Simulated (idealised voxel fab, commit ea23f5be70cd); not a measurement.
Process module, titled voxel capacitor over wiring
This is section cut - it's 220 nm across, gridded in 5 nm square cells.
Each cross-section below is a grid of square cells, stated as bands in top-down order, with one or more rows of cells making up each band.
What a band's entry tells you: where the top is and where the bottom is, as heights in nm, and after that what lies inside, material by material from left to right, each with its width in nm. Empty space is written as the word "empty", and a single material marked with the word "throughout" occupies the band from edge to edge.
Heights from 0 (as-received wafer is one material below). Bottom band endless downward, as "top 0, no bottom".
So if you see something like "30..40" for the width, read it as the top row of the band sitting at the first number and the bottom row at the second, with every row in between moving by the same amount as the last.
"stayed the same", as given for a step, is the statement that not any cell of the cross-section underwent a change during that step.
Under "Trapped cavities" you'll find the enclosed gaps, the ones with no way out to the top, that are 8 cells or bigger; each reads width x height at distance, with distance counted from the left edge, everything in nm.
Anything after a step's settings on that line? It's the simulator's own note about the step.
overlay nm: step with mask; distance mask lay right of planned place; negative value = left of planned place.
Planned process steps:
1,RECEIVE | material Si
2,CONFORMAL_DEP | material SiO2 | thk nm 10
3,CONFORMAL_DEP | material SiN | thk nm 5
4,DIRECTIONAL_DEP | material lowk | thk nm 15
5,PATTERN | tone open | mask id METAL_1 | material resist | width nm 20 | pitch nm 70 | thk nm 15 | overlay nm 0
6,DIRECTIONAL_ETCH | etch materials lowk | depth nm 15
7,DIRECTIONAL_ETCH | etch materials SiN | depth nm 5
8,STRIP | etch materials resist
9,CONFORMAL_DEP | material TiN | thk nm 5
10,FILL_DEP | material Cu | thk nm 10
11,CMP | height nm 30
12,CONFORMAL_DEP | material SiCN | thk nm 5
13,DIRECTIONAL_DEP | material lowk | thk nm 20
14,DIRECTIONAL_DEP | material aC | thk nm 10
15,PATTERN | tone open | mask id PLUG_1 | material resist | width nm 15 | thk nm 30 | overlay nm 0
16,DIRECTIONAL_ETCH | etch materials aC | depth nm 10
17,STRIP | etch materials resist
18,DIRECTIONAL_ETCH | etch materials lowk | depth nm 20
19,DIRECTIONAL_ETCH | etch materials SiCN | depth nm 5
20,STRIP | etch materials aC
21,EPI | material Ru | thk nm 10
22,EPI | material Ru | thk nm 10
23,EPI | material Ru | thk nm 5
24,DIRECTIONAL_DEP | material TiN | thk nm 10
25,DIRECTIONAL_DEP | material SiN | thk nm 5
26,DIRECTIONAL_DEP | material TiN | thk nm 10
27,PATTERN | tone cover | mask id UPPER_PLATE | material resist | width nm 55 | thk nm 15 | overlay nm 0
28,DIRECTIONAL_ETCH | etch materials TiN | depth nm 10
29,DIRECTIONAL_ETCH | etch materials SiN | depth nm 5
30,STRIP | etch materials resist
31,MASKED_ETCH | tone cover | mask id LOWER_PLATE | width nm 65 | etch materials TiN | depth nm 10 | overlay nm 0
32,FILL_DEP | material SiO2 | thk nm 15
33,CMP | height nm 90
34,DIRECTIONAL_DEP | material aC | thk nm 15
35,PATTERN | tone open | mask id PLUG_2 | material resist | width nm 15 | thk nm 30 | overlay nm 0
36,DIRECTIONAL_ETCH | etch materials aC | depth nm 15
37,STRIP | etch materials resist
38,DIRECTIONAL_ETCH | etch materials SiO2 | depth nm 10
39,STRIP | etch materials aC
40,CONFORMAL_DEP | material TiN | thk nm 5
41,FILL_DEP | material Cu | thk nm 5
42,CMP | height nm 90
43,CONFORMAL_DEP | material SiCN | thk nm 5
First wafer of two (run as planned):
As-received state of the wafer in cross-section, equivalent to post-step 1:
* top 0, no bottom = Si throughout
* Trapped cavities: none
Take a look at the wafer's cross-section after step 2:
* top 10, bottom 0 = SiO2 throughout
* Everything below 0 is unchanged.
Take a look at the wafer's cross-section after step 3:
* top 15, bottom 10 = SiN throughout
* Everything below 10 is unchanged.
Take a look at the wafer's cross-section after step 4:
* top 30, bottom 15 = lowk throughout
* Everything below 15 is unchanged.
Take a look at the wafer's cross-section after step 5:
* top 45, bottom 30 = resist: 65; empty: 20; resist: 50; empty: 20; resist: 65
* Everything below 30 is unchanged.
Take a look at the wafer's cross-section after step 6:
* top 45, bottom 30 = resist: 65; empty: 20; resist: 50; empty: 20; resist: 65
* top 30, bottom 15 = lowk: 65; empty: 20; lowk: 50; empty: 20; lowk: 65
* Everything below 15 is unchanged.
Take a look at the wafer's cross-section after step 7:
* top 45, bottom 30 = resist: 65; empty: 20; resist: 50; empty: 20; resist: 65
* top 30, bottom 15 = lowk: 65; empty: 20; lowk: 50; empty: 20; lowk: 65
* top 15, bottom 10 = SiN: 65; empty: 20; SiN: 50; empty: 20; SiN: 65
* Everything below 10 is unchanged.
Take a look at the wafer's cross-section after step 8:
* top 30, bottom 15 = lowk: 65; empty: 20; lowk: 50; empty: 20; lowk: 65
* Everything below 15 is unchanged.
Take a look at the wafer's cross-section after step 9:
* top 35, bottom 30 = TiN: 70; empty: 10; TiN: 60; empty: 10; TiN: 70
* top 30, bottom 15 = lowk: 65; TiN: 5; empty: 10; TiN: 5; lowk: 50; TiN: 5; empty: 10; TiN: 5; lowk: 65
* top 15, bottom 10 = SiN: 65; TiN: 20; SiN: 50; TiN: 20; SiN: 65
* Everything below 10 is unchanged.
Take a look at the wafer's cross-section after step 10:
* top 45, bottom 35 = Cu throughout
* top 35, bottom 30 = TiN: 70; Cu: 10; TiN: 60; Cu: 10; TiN: 70
* top 30, bottom 15 = lowk: 65; TiN: 5; Cu: 10; TiN: 5; lowk: 50; TiN: 5; Cu: 10; TiN: 5; lowk: 65
* Everything below 15 is unchanged.
Take a look at the wafer's cross-section after step 11:
* top 30, bottom 15 = lowk: 65; TiN: 5; Cu: 10; TiN: 5; lowk: 50; TiN: 5; Cu: 10; TiN: 5; lowk: 65
* Everything below 15 is unchanged.
Take a look at the wafer's cross-section after step 12:
* top 35, bottom 30 = SiCN throughout
* Everything below 30 is unchanged.
Take a look at the wafer's cross-section after step 13:
* top 55, bottom 35 = lowk throughout
* Everything below 35 is unchanged.
Take a look at the wafer's cross-section after step 14:
* top 65, bottom 55 = aC throughout
* Everything below 55 is unchanged.
Take a look at the wafer's cross-section after step 15:
* top 95, bottom 65 = resist: 70; empty: 15; resist: 135
* Everything below 65 is unchanged.
Take a look at the wafer's cross-section after step 16:
* top 85, bottom 65 = resist: 70; empty: 15; resist: 135
* top 65, bottom 55 = aC: 70; empty: 15; aC: 135
* Everything below 55 is unchanged.
Take a look at the wafer's cross-section after step 17:
* top 65, bottom 55 = aC: 70; empty: 15; aC: 135
* Everything below 55 is unchanged.
Take a look at the wafer's cross-section after step 18:
* top 65, bottom 55 = aC: 70; empty: 15; aC: 135
* top 55, bottom 35 = lowk: 70; empty: 15; lowk: 135
* Everything below 35 is unchanged.
Take a look at the wafer's cross-section after step 19:
* top 65, bottom 55 = aC: 70; empty: 15; aC: 135
* top 55, bottom 35 = lowk: 70; empty: 15; lowk: 135
* top 35, bottom 30 = SiCN: 70; empty: 15; SiCN: 135
* Everything below 30 is unchanged.
Take a look at the wafer's cross-section after step 20:
* top 55, bottom 35 = lowk: 70; empty: 15; lowk: 135
* Everything below 35 is unchanged.
Take a look at the wafer's cross-section after step 21:
* top 55, bottom 40 = lowk: 70; empty: 15; lowk: 135
* top 40, bottom 35 = lowk: 70; Ru: 15; lowk: 135
* top 35, bottom 30 = SiCN: 70; Ru: 15; SiCN: 135
* Everything below 30 is unchanged.
Take a look at the wafer's cross-section after step 22:
* top 55, bottom 50 = lowk: 70; empty: 15; lowk: 135
* top 50, bottom 35 = lowk: 70; Ru: 15; lowk: 135
* Everything below 35 is unchanged.
Take a look at the wafer's cross-section after step 23:
* top 55, bottom 35 = lowk: 70; Ru: 15; lowk: 135
* Everything below 35 is unchanged.
Take a look at the wafer's cross-section after step 24:
* top 65, bottom 55 = TiN throughout
* Everything below 55 is unchanged.
Take a look at the wafer's cross-section after step 25:
* top 70, bottom 65 = SiN throughout
* Everything below 65 is unchanged.
Take a look at the wafer's cross-section after step 26:
* top 80, bottom 70 = TiN throughout
* Everything below 70 is unchanged.
Take a look at the wafer's cross-section after step 27:
* top 95, bottom 80 = empty: 70; resist: 55; empty: 95
* Everything below 80 is unchanged.
Take a look at the wafer's cross-section after step 28:
* top 95, bottom 80 = empty: 70; resist: 55; empty: 95
* top 80, bottom 70 = empty: 70; TiN: 55; empty: 95
* Everything below 70 is unchanged.
Take a look at the wafer's cross-section after step 29:
* top 95, bottom 80 = empty: 70; resist: 55; empty: 95
* top 80, bottom 70 = empty: 70; TiN: 55; empty: 95
* top 70, bottom 65 = empty: 70; SiN: 55; empty: 95
* Everything below 65 is unchanged.
Take a look at the wafer's cross-section after step 30:
* top 80, bottom 70 = empty: 70; TiN: 55; empty: 95
* Everything below 70 is unchanged.
Take a look at the wafer's cross-section after step 31:
* top 80, bottom 70 = empty: 70; TiN: 55; empty: 95
* top 70, bottom 65 = empty: 70; SiN: 55; empty: 95
* top 65, bottom 55 = empty: 65; TiN: 65; empty: 90
* Everything below 55 is unchanged.
Take a look at the wafer's cross-section after step 32:
* top 95, bottom 80 = SiO2 throughout
* top 80, bottom 70 = SiO2: 70; TiN: 55; SiO2: 95
* top 70, bottom 65 = SiO2: 70; SiN: 55; SiO2: 95
* top 65, bottom 55 = SiO2: 65; TiN: 65; SiO2: 90
* Everything below 55 is unchanged.
Take a look at the wafer's cross-section after step 33:
* top 90, bottom 80 = SiO2 throughout
* Everything below 80 is unchanged.
Take a look at the wafer's cross-section after step 34:
* top 105, bottom 90 = aC throughout
* Everything below 90 is unchanged.
Take a look at the wafer's cross-section after step 35:
* top 135, bottom 105 = resist: 80; empty: 15; resist: 125
* Everything below 105 is unchanged.
Take a look at the wafer's cross-section after step 36:
* top 120, bottom 105 = resist: 80; empty: 15; resist: 125
* top 105, bottom 90 = aC: 80; empty: 15; aC: 125
* Everything below 90 is unchanged.
Take a look at the wafer's cross-section after step 37:
* top 105, bottom 90 = aC: 80; empty: 15; aC: 125
* Everything below 90 is unchanged.
Take a look at the wafer's cross-section after step 38:
* top 105, bottom 90 = aC: 80; empty: 15; aC: 125
* top 90, bottom 80 = SiO2: 80; empty: 15; SiO2: 125
* Everything below 80 is unchanged.
Take a look at the wafer's cross-section after step 39:
* top 90, bottom 80 = SiO2: 80; empty: 15; SiO2: 125
* Everything below 80 is unchanged.
Take a look at the wafer's cross-section after step 40:
* top 95, bottom 90 = TiN: 85; empty: 5; TiN: 130
* top 90, bottom 85 = SiO2: 80; TiN: 5; empty: 5; TiN: 5; SiO2: 125
* top 85, bottom 80 = SiO2: 80; TiN: 15; SiO2: 125
* Everything below 80 is unchanged.
Take a look at the wafer's cross-section after step 41:
* top 100, bottom 95 = Cu throughout
* top 95, bottom 90 = TiN: 85; Cu: 5; TiN: 130
* top 90, bottom 85 = SiO2: 80; TiN: 5; Cu: 5; TiN: 5; SiO2: 125
* Everything below 85 is unchanged.
Take a look at the wafer's cross-section after step 42:
* top 90, bottom 85 = SiO2: 80; TiN: 5; Cu: 5; TiN: 5; SiO2: 125
* Everything below 85 is unchanged.
Take a look at the wafer's cross-section after step 43:
* top 95, bottom 90 = SiCN throughout
* Everything below 90 is unchanged.
Regarding the second of the two wafers: it shared the first wafer's starting condition and process plan, yet one error occurred during its execution. Its history coincides with that of the first wafer up to and including step 24:
Cross-section of the second wafer when, according to plan, step 25 should have finished: stayed the same
Cross-section of the second wafer when, according to plan, step 26 should have finished:
* top 75, bottom 55 = TiN throughout
* Everything below 55 is unchanged.
Cross-section of the second wafer when, according to plan, step 27 should have finished:
* top 90, bottom 75 = empty: 70; resist: 55; empty: 95
* Everything below 75 is unchanged.
Cross-section of the second wafer when, according to plan, step 28 should have finished:
* top 90, bottom 75 = empty: 70; resist: 55; empty: 95
* top 75, bottom 65 = empty: 70; TiN: 55; empty: 95
* Everything below 65 is unchanged.
Cross-section of the second wafer when, according to plan, step 29 should have finished: stayed the same
Cross-section of the second wafer when, according to plan, step 30 should have finished:
* top 75, bottom 65 = empty: 70; TiN: 55; empty: 95
* Everything below 65 is unchanged.
Cross-section of the second wafer when, according to plan, step 31 should have finished:
* top 75, bottom 65 = empty: 70; TiN: 55; empty: 95
* top 65, bottom 55 = empty: 65; TiN: 65; empty: 90
* Everything below 55 is unchanged.
Cross-section of the second wafer when, according to plan, step 32 should have finished:
* top 90, bottom 75 = SiO2 throughout
* top 75, bottom 65 = SiO2: 70; TiN: 55; SiO2: 95
* top 65, bottom 55 = SiO2: 65; TiN: 65; SiO2: 90
* Everything below 55 is unchanged.
Cross-section of the second wafer when, according to plan, step 33 should have finished: stayed the same
Cross-section of the second wafer when, according to plan, step 34 should have finished:
* top 105, bottom 90 = aC throughout
* Everything below 90 is unchanged.
Cross-section of the second wafer when, according to plan, step 35 should have finished:
* top 135, bottom 105 = resist: 80; empty: 15; resist: 125
* Everything below 105 is unchanged.
Cross-section of the second wafer when, according to plan, step 36 should have finished:
* top 120, bottom 105 = resist: 80; empty: 15; resist: 125
* top 105, bottom 90 = aC: 80; empty: 15; aC: 125
* Everything below 90 is unchanged.
Cross-section of the second wafer when, according to plan, step 37 should have finished:
* top 105, bottom 90 = aC: 80; empty: 15; aC: 125
* Everything below 90 is unchanged.
Cross-section of the second wafer when, according to plan, step 38 should have finished:
* top 105, bottom 90 = aC: 80; empty: 15; aC: 125
* top 90, bottom 80 = SiO2: 80; empty: 15; SiO2: 125
* Everything below 80 is unchanged.
Cross-section of the second wafer when, according to plan, step 39 should have finished:
* top 90, bottom 80 = SiO2: 80; empty: 15; SiO2: 125
* Everything below 80 is unchanged.
Cross-section of the second wafer when, according to plan, step 40 should have finished:
* top 95, bottom 90 = TiN: 85; empty: 5; TiN: 130
* top 90, bottom 85 = SiO2: 80; TiN: 5; empty: 5; TiN: 5; SiO2: 125
* top 85, bottom 80 = SiO2: 80; TiN: 15; SiO2: 125
* Everything below 80 is unchanged.
Cross-section of the second wafer when, according to plan, step 41 should have finished:
* top 100, bottom 95 = Cu throughout
* top 95, bottom 90 = TiN: 85; Cu: 5; TiN: 130
* top 90, bottom 85 = SiO2: 80; TiN: 5; Cu: 5; TiN: 5; SiO2: 125
* Everything below 85 is unchanged.
Cross-section of the second wafer when, according to plan, step 42 should have finished:
* top 90, bottom 85 = SiO2: 80; TiN: 5; Cu: 5; TiN: 5; SiO2: 125
* Everything below 85 is unchanged.
Cross-section of the second wafer when, according to plan, step 43 should have finished:
* top 95, bottom 90 = SiCN throughout
* Everything below 90 is unchanged.
Against the plan, the run slipped here: step 25 was left out
Per the end-of-run cell counts, the second wafer holds more or fewer of some materials than the first: 11 fewer of SiN, 11 more of SiO2
